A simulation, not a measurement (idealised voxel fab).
process module | voxel quadruple lines
The cross-section shown here is cut; it is 285 nm wide and divided into square cells measuring 5 nm on a side.
We lay out every cross-section as a grid of square cells and spell it out in bands from the top down, where one band means one or more rows of cells. This entry defines a band. It first specifies the height of the band's top and the height of its bottom in nm, and then specifies the band's materials from left to right, stating each material with its width in nm. The word "throughout" identifies a single material that fills the band from edge to edge, while the word "empty" identifies empty space. Heights are reckoned from 0. Under this level, the received wafer is all of one material. The bottommost band is open-ended downward, for example "0 and below". A width such as "30..40" changes by the same amount from each row of cells to the next, from the band's top row to its bottom row. "everything unchanged" for a step: no cell of the cross-section changed in that step. Look at "Enclosed cavity list" for the closed voids: empty spaces with no open path to the top, sized 8 cells or up. Each is width x height at distance, distance from the left edge, all nm. Note: text after step settings on the step line = simulator remark on that step. overlay nm: mask right of planned place by this much (step with mask). Neg. = left.

List of planned process steps
1 op RECEIVE | material Si
2 op CONFORMAL_DEP | material Al2O3 | thk nm 5
3 op DIRECTIONAL_DEP | material W | thk nm 15
4 op DIRECTIONAL_DEP | material polySi | thk nm 20
5 op DIRECTIONAL_DEP | material aC | thk nm 25
6 op PATTERN | tone cover | mask id MANDREL | material resist | width nm 30 | thk nm 30 | overlay nm 0
7 op DIRECTIONAL_ETCH | etch materials aC | depth nm 25
8 op STRIP | etch materials resist
9 op CONFORMAL_DEP | material SiO2 | thk nm 10
10 op DIRECTIONAL_ETCH | etch materials SiO2 | depth nm 10
11 op STRIP | etch materials aC
12 op DIRECTIONAL_ETCH | etch materials polySi | depth nm 20
13 op STRIP | etch materials SiO2
14 op CONFORMAL_DEP | material SiN | thk nm 10
15 op DIRECTIONAL_ETCH | etch materials SiN | depth nm 10
16 op STRIP | etch materials polySi
17 op DIRECTIONAL_ETCH | etch materials W | depth nm 15
18 op STRIP | etch materials SiN
19 op FILL_DEP | material lowk | thk nm 5
20 op CMP | height nm 20

First of two wafers: run as planned

The cross-section here shows the wafer as received, i.e. in its state after step 1
> 0 and below  Si throughout
> Enclosed cavity list: none

Cross-section of the wafer subsequent to step 2
> 5 down to 0  Al2O3 throughout
> Nothing below the height 0 has changed.

Cross-section of the wafer subsequent to step 3
> 20 down to 5  W throughout
> Nothing below the height 5 has changed.

Cross-section of the wafer subsequent to step 4
> 40 down to 20  polySi throughout
> Nothing below the height 20 has changed.

Cross-section of the wafer subsequent to step 5
> 65 down to 40  aC throughout
> Nothing below the height 40 has changed.

Cross-section of the wafer subsequent to step 6
> 95 down to 65  empty 125  resist 30  empty 130
> Nothing below the height 65 has changed.

Cross-section of the wafer subsequent to step 7
> 70 down to 65  empty 125  resist 30  empty 130
> 65 down to 40  empty 125  aC 30  empty 130
> Nothing below the height 40 has changed.

Cross-section of the wafer subsequent to step 8
> 65 down to 40  empty 125  aC 30  empty 130
> Nothing below the height 40 has changed.

Cross-section of the wafer subsequent to step 9
> 75 down to 65  empty 115  SiO2 50  empty 120
> 65 down to 50  empty 115  SiO2 10  aC 30  SiO2 10  empty 120
> 50 down to 40  SiO2 125  aC 30  SiO2 130
> Nothing below the height 40 has changed.

Cross-section of the wafer subsequent to step 10
> 65 down to 40  empty 115  SiO2 10  aC 30  SiO2 10  empty 120
> Nothing below the height 40 has changed.

Cross-section of the wafer subsequent to step 11
> 65 down to 40  empty 115  SiO2 10  empty 30  SiO2 10  empty 120
> Nothing below the height 40 has changed.

Cross-section of the wafer subsequent to step 12
> 65 down to 40  empty 115  SiO2 10  empty 30  SiO2 10  empty 120
> 40 down to 20  empty 115  polySi 10  empty 30  polySi 10  empty 120
> Nothing below the height 20 has changed.

Cross-section of the wafer subsequent to step 13
> 40 down to 20  empty 115  polySi 10  empty 30  polySi 10  empty 120
> Nothing below the height 20 has changed.

Cross-section of the wafer subsequent to step 14
> 50 down to 40  empty 105  SiN 30  empty 10  SiN 30  empty 110
> 40 down to 30  empty 105  SiN 10  polySi 10  SiN 10  empty 10  SiN 10  polySi 10  SiN 10  empty 110
> 30 down to 20  SiN 115  polySi 10  SiN 30  polySi 10  SiN 120
> Nothing below the height 20 has changed.

Cross-section of the wafer subsequent to step 15
> 40 down to 20  empty 105  SiN 10  polySi 10  SiN 10  empty 10  SiN 10  polySi 10  SiN 10  empty 110
> Nothing below the height 20 has changed.

Cross-section of the wafer subsequent to step 16
> 40 down to 20  empty 105  SiN 10  empty 10  SiN 10  empty 10  SiN 10  empty 10  SiN 10  empty 110
> Nothing below the height 20 has changed.

Cross-section of the wafer subsequent to step 17
> 40 down to 20  empty 105  SiN 10  empty 10  SiN 10  empty 10  SiN 10  empty 10  SiN 10  empty 110
> 20 down to 5  empty 105  W 10  empty 10  W 10  empty 10  W 10  empty 10  W 10  empty 110
> Nothing below the height 5 has changed.

Cross-section of the wafer subsequent to step 18
> 20 down to 5  empty 105  W 10  empty 10  W 10  empty 10  W 10  empty 10  W 10  empty 110
> Nothing below the height 5 has changed.

Cross-section of the wafer subsequent to step 19
> 25 down to 20  lowk throughout
> 20 down to 5  lowk 105  W 10  lowk 10  W 10  lowk 10  W 10  lowk 10  W 10  lowk 110
> Nothing below the height 5 has changed.

Cross-section of the wafer subsequent to step 20
> 20 down to 5  lowk 105  W 10  lowk 10  W 10  lowk 10  W 10  lowk 10  W 10  lowk 110
> Nothing below the height 5 has changed.

What follows concerns the second wafer, which started out like the first and was meant to follow the very same plan; one mistake crept in when it was run, but everything up to and including step 1 is the same as for the first wafer

when step 2 should have ended
> 5 down to 0  polySi throughout
> Nothing below the height 0 has changed.

when step 3 should have ended
> 20 down to 5  W throughout
> Nothing below the height 5 has changed.

when step 4 should have ended
> 40 down to 20  polySi throughout
> Nothing below the height 20 has changed.

when step 5 should have ended
> 65 down to 40  aC throughout
> Nothing below the height 40 has changed.

when step 6 should have ended
> 95 down to 65  empty 125  resist 30  empty 130
> Nothing below the height 65 has changed.

when step 7 should have ended
> 70 down to 65  empty 125  resist 30  empty 130
> 65 down to 40  empty 125  aC 30  empty 130
> Nothing below the height 40 has changed.

when step 8 should have ended
> 65 down to 40  empty 125  aC 30  empty 130
> Nothing below the height 40 has changed.

when step 9 should have ended
> 75 down to 65  empty 115  SiO2 50  empty 120
> 65 down to 50  empty 115  SiO2 10  aC 30  SiO2 10  empty 120
> 50 down to 40  SiO2 125  aC 30  SiO2 130
> Nothing below the height 40 has changed.

when step 10 should have ended
> 65 down to 40  empty 115  SiO2 10  aC 30  SiO2 10  empty 120
> Nothing below the height 40 has changed.

when step 11 should have ended
> 65 down to 40  empty 115  SiO2 10  empty 30  SiO2 10  empty 120
> Nothing below the height 40 has changed.

when step 12 should have ended
> 65 down to 40  empty 115  SiO2 10  empty 30  SiO2 10  empty 120
> 40 down to 20  empty 115  polySi 10  empty 30  polySi 10  empty 120
> Nothing below the height 20 has changed.

when step 13 should have ended
> 40 down to 20  empty 115  polySi 10  empty 30  polySi 10  empty 120
> Nothing below the height 20 has changed.

when step 14 should have ended
> 50 down to 40  empty 105  SiN 30  empty 10  SiN 30  empty 110
> 40 down to 30  empty 105  SiN 10  polySi 10  SiN 10  empty 10  SiN 10  polySi 10  SiN 10  empty 110
> 30 down to 20  SiN 115  polySi 10  SiN 30  polySi 10  SiN 120
> Nothing below the height 20 has changed.

when step 15 should have ended
> 40 down to 20  empty 105  SiN 10  polySi 10  SiN 10  empty 10  SiN 10  polySi 10  SiN 10  empty 110
> Nothing below the height 20 has changed.

when step 16 should have ended
> 40 down to 20  empty 105  SiN 10  empty 10  SiN 10  empty 10  SiN 10  empty 10  SiN 10  empty 110
> Nothing below the height 20 has changed.

when step 17 should have ended
> 40 down to 20  empty 105  SiN 10  empty 10  SiN 10  empty 10  SiN 10  empty 10  SiN 10  empty 110
> 20 down to 5  empty 105  W 10  empty 10  W 10  empty 10  W 10  empty 10  W 10  empty 110
> Nothing below the height 5 has changed.

when step 18 should have ended
> 20 down to 5  empty 105  W 10  empty 10  W 10  empty 10  W 10  empty 10  W 10  empty 110
> Nothing below the height 5 has changed.

when step 19 should have ended
> 25 down to 20  lowk throughout
> 20 down to 5  lowk 105  W 10  lowk 10  W 10  lowk 10  W 10  lowk 10  W 10  lowk 110
> Nothing below the height 5 has changed.

when step 20 should have ended
> 20 down to 5  lowk 105  W 10  lowk 10  W 10  lowk 10  W 10  lowk 10  W 10  lowk 110
> Nothing below the height 5 has changed.
What went wrong in running the wafer? step 2 was not run as planned; what actually ran was op CONFORMAL_DEP | material polySi | thk nm 5
It is noted that, at the conclusion of processing, the second wafer exhibits a higher or lower cell count for certain materials relative to the first: 57 fewer of Al2O3 | 57 more of polySi
